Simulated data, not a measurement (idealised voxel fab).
Presented below is a process module, voxel transistor to metal.
We display cut, a cross-section 175 nm in width whose square cells are each 5 nm.
Cross-section spec: square-cell grid; bands listed top down; each band is one or more rows.
Read a band's entry like this: the first values are the height of its top and the height of its bottom in nm, and what follows is the sequence of materials from left to right, each with its width in nm. Note that "blank" is empty space, and that a single material marked "edge to edge" reaches across the band from edge to edge.
Convention: height 0 is the level below which the wafer, as received, is all one material. The lowest band does not terminate at the bottom but continues downward, represented as "z 0 and below".
A two-number width, for instance "30..40", indicates that the width is equal to the first number in the top row of the band and to the second number in the bottom row, and that it changes by a constant amount per row of cells.
"nothing changed" -> step changed no cross-section cell.
The entry "Enclosed internal cavities" lists the empty spaces that cover at least 8 cells and have no open path to the top. Each is written as width x height at distance, where the distance is measured from the left edge and all three values are in nm.
Post-settings text on a step line: simulator's own remark regarding the step.
What "overlay nm" on a step's line means: if the step has a mask, that mask lay this far to the right of its planned place, or, when the value is negative, to the left.
The steps planned for the process are as follows:
1: RECEIVE (material Si)
2: CONFORMAL_DEP (material SiO2; thk nm 5)
3: CONFORMAL_DEP (material SiN; thk nm 10)
4: DIRECTIONAL_DEP (material aC; thk nm 15)
5: PATTERN (tone cover; mask id ACTIVE; material resist; width nm 115; thk nm 35; overlay nm 0)
6: DIRECTIONAL_ETCH (etch materials aC; depth nm 15)
7: STRIP (etch materials resist)
8: DIRECTIONAL_ETCH (etch materials SiN; depth nm 10)
9: DIRECTIONAL_ETCH (etch materials SiO2; depth nm 5)
10: DIRECTIONAL_ETCH (etch materials Si; depth nm 35)
11: STRIP (etch materials aC)
12: OXIDIZE (depth nm 5)
13: FILL_DEP (material SiO2; thk nm 10)
14: CMP (height nm 15)
15: SELECTIVE_ETCH (etch materials SiO2; depth nm 5)
16: STRIP (etch materials SiN)
17: SELECTIVE_ETCH (etch materials SiO2; depth nm 5)
18: OXIDIZE (depth nm 5)
19: DIRECTIONAL_DEP (material polySi; thk nm 30)
20: DIRECTIONAL_DEP (material SiCN; thk nm 10)
21: DIRECTIONAL_DEP (material aC; thk nm 15)
22: PATTERN (tone cover; mask id GATE; material resist; width nm 25; thk nm 30; overlay nm 0)
23: DIRECTIONAL_ETCH (etch materials aC; depth nm 15)
24: STRIP (etch materials resist)
25: DIRECTIONAL_ETCH (etch materials SiCN; depth nm 20)
26: DIRECTIONAL_ETCH (etch materials polySi; depth nm 40)
27: STRIP (etch materials aC)
28: CONFORMAL_DEP (material SiN; thk nm 10)
29: DIRECTIONAL_ETCH (etch materials SiN; depth nm 10)
30: DIRECTIONAL_ETCH (etch materials SiO2; depth nm 5)
31: DIRECTIONAL_ETCH (etch materials Si; depth nm 5)
32: EPI (material pSi; thk nm 5)
33: FILL_DEP (material SiO2; thk nm 5)
34: CMP (height nm 30)
35: STRIP (etch materials polySi)
36: SELECTIVE_ETCH (etch materials SiO2; depth nm 5)
37: CONFORMAL_DEP (material HfO2; thk nm 5)
38: CONFORMAL_DEP (material TiN; thk nm 5)
39: FILL_DEP (material W; thk nm 10)
40: CMP (height nm 25)
41: DIRECTIONAL_DEP (material SiO2; thk nm 15)
42: DIRECTIONAL_DEP (material aC; thk nm 15)
43: PATTERN (tone open; mask id CONTACT; material resist; width nm 15; pitch nm 80; thk nm 35; overlay nm 0)
44: DIRECTIONAL_ETCH (etch materials aC; depth nm 15)
45: STRIP (etch materials resist)
46: DIRECTIONAL_ETCH (etch materials SiO2; depth nm 45)
47: STRIP (etch materials aC)
48: CONFORMAL_DEP (material TiN; thk nm 5)
49: FILL_DEP (material Ru; thk nm 10)
50: CMP (height nm 40)
51: DIRECTIONAL_DEP (material TiN; thk nm 5)
52: DIRECTIONAL_DEP (material W; thk nm 15)
53: MASKED_ETCH (tone cover; mask id METAL_1; width nm 15; pitch nm 80; etch materials W; depth nm 15; overlay nm 0)
54: MASKED_ETCH (tone cover; mask id METAL_1; width nm 15; pitch nm 80; etch materials TiN; depth nm 5; overlay nm 0)
55: CONFORMAL_DEP (material SiN; thk nm 5)
56: FILL_DEP (material SiO2; thk nm 10)
57: CMP (height nm 60)
58: CONFORMAL_DEP (material SiCN; thk nm 5)
As-received state of the wafer in cross-section, equivalent to post-step 1:
z 0 and below  Si edge to edge
Enclosed internal cavities: none
End-of-module cross-section of the first of two wafers, processed as planned:
z 65 to 60  SiCN edge to edge
z 60 to 45  SiO2 35 nm, SiN 5 nm, W 15 nm, SiN 5 nm, SiO2 55 nm, SiN 5 nm, W 15 nm, SiN 5 nm, SiO2 35 nm
z 45 to 40  SiN 40 nm, TiN 15 nm, SiN 65 nm, TiN 15 nm, SiN 40 nm
z 40 to 25  SiO2 40 nm, TiN 5 nm, Ru 5 nm, TiN 5 nm, SiO2 65 nm, TiN 5 nm, Ru 5 nm, TiN 5 nm, SiO2 40 nm
z 25 to 5  SiO2 40 nm, TiN 5 nm, Ru 5 nm, TiN 5 nm, SiO2 10 nm, SiN 10 nm, HfO2 5 nm, TiN 5 nm, W 5 nm, TiN 5 nm, HfO2 5 nm, SiN 10 nm, SiO2 10 nm, TiN 5 nm, Ru 5 nm, TiN 5 nm, SiO2 40 nm
z 5 to 0  SiO2 25 nm, SiN 10 nm, SiO2 5 nm, TiN 5 nm, Ru 5 nm, TiN 5 nm, SiO2 10 nm, SiN 10 nm, HfO2 5 nm, TiN 15 nm, HfO2 5 nm, SiN 10 nm, SiO2 10 nm, TiN 5 nm, Ru 5 nm, TiN 5 nm, SiO2 5 nm, SiN 10 nm, SiO2 25 nm
z 0 to -5  SiO2 40 nm, TiN 15 nm, SiO2 5 nm, pSi 5 nm, SiO2 5 nm, HfO2 35 nm, SiO2 5 nm, pSi 5 nm, SiO2 5 nm, TiN 15 nm, SiO2 40 nm
z -5 to -10  SiO2 35 nm, pSi 30 nm, Si 45 nm, pSi 30 nm, SiO2 35 nm
z -10 to -40  SiO2 35 nm, Si 105 nm, SiO2 35 nm
z -40 and below  Si edge to edge
Enclosed internal cavities: none
So this is wafer number two of the two, cut at the end of the module - it started where the first did and had the same plan, we just got one thing wrong running it:
z 65 to 60  SiCN edge to edge
z 60 to 45  SiO2 35 nm, SiN 5 nm, W 15 nm, SiN 5 nm, SiO2 55 nm, SiN 5 nm, W 15 nm, SiN 5 nm, SiO2 35 nm
z 45 to 40  SiN 40 nm, TiN 15 nm, SiN 65 nm, TiN 15 nm, SiN 40 nm
z 40 to 25  SiO2 40 nm, TiN 5 nm, Ru 5 nm, TiN 5 nm, SiO2 65 nm, TiN 5 nm, Ru 5 nm, TiN 5 nm, SiO2 40 nm
z 25 to 15  SiO2 40 nm, TiN 5 nm, Ru 5 nm, TiN 5 nm, SiO2 10 nm, SiN 10 nm, HfO2 5 nm, TiN 5 nm, W 5 nm, TiN 5 nm, HfO2 5 nm, SiN 10 nm, SiO2 10 nm, TiN 5 nm, Ru 5 nm, TiN 5 nm, SiO2 40 nm
z 15 to 10  SiO2 40 nm, TiN 15 nm, SiO2 10 nm, SiN 10 nm, HfO2 5 nm, TiN 5 nm, W 5 nm, TiN 5 nm, HfO2 5 nm, SiN 10 nm, SiO2 10 nm, TiN 15 nm, SiO2 40 nm
z 10 to 5  SiO2 65 nm, SiN 10 nm, HfO2 5 nm, TiN 5 nm, W 5 nm, TiN 5 nm, HfO2 5 nm, SiN 10 nm, SiO2 65 nm
z 5 to 0  SiO2 25 nm, SiN 10 nm, SiO2 30 nm, SiN 10 nm, HfO2 5 nm, TiN 15 nm, HfO2 5 nm, SiN 10 nm, SiO2 30 nm, SiN 10 nm, SiO2 25 nm
z 0 to -5  SiO2 60 nm, pSi 5 nm, SiO2 5 nm, HfO2 35 nm, SiO2 5 nm, pSi 5 nm, SiO2 60 nm
z -5 to -10  SiO2 35 nm, pSi 30 nm, Si 45 nm, pSi 30 nm, SiO2 35 nm
z -10 to -40  SiO2 35 nm, Si 105 nm, SiO2 35 nm
z -40 and below  Si edge to edge
Enclosed internal cavities: none
Short version of what went wrong: execution of plan step 41 occurred twice
Cell-count delta at end, second wafer over first, by material: Ru: 6 fewer | SiO2: 18 more | TiN: 12 fewer
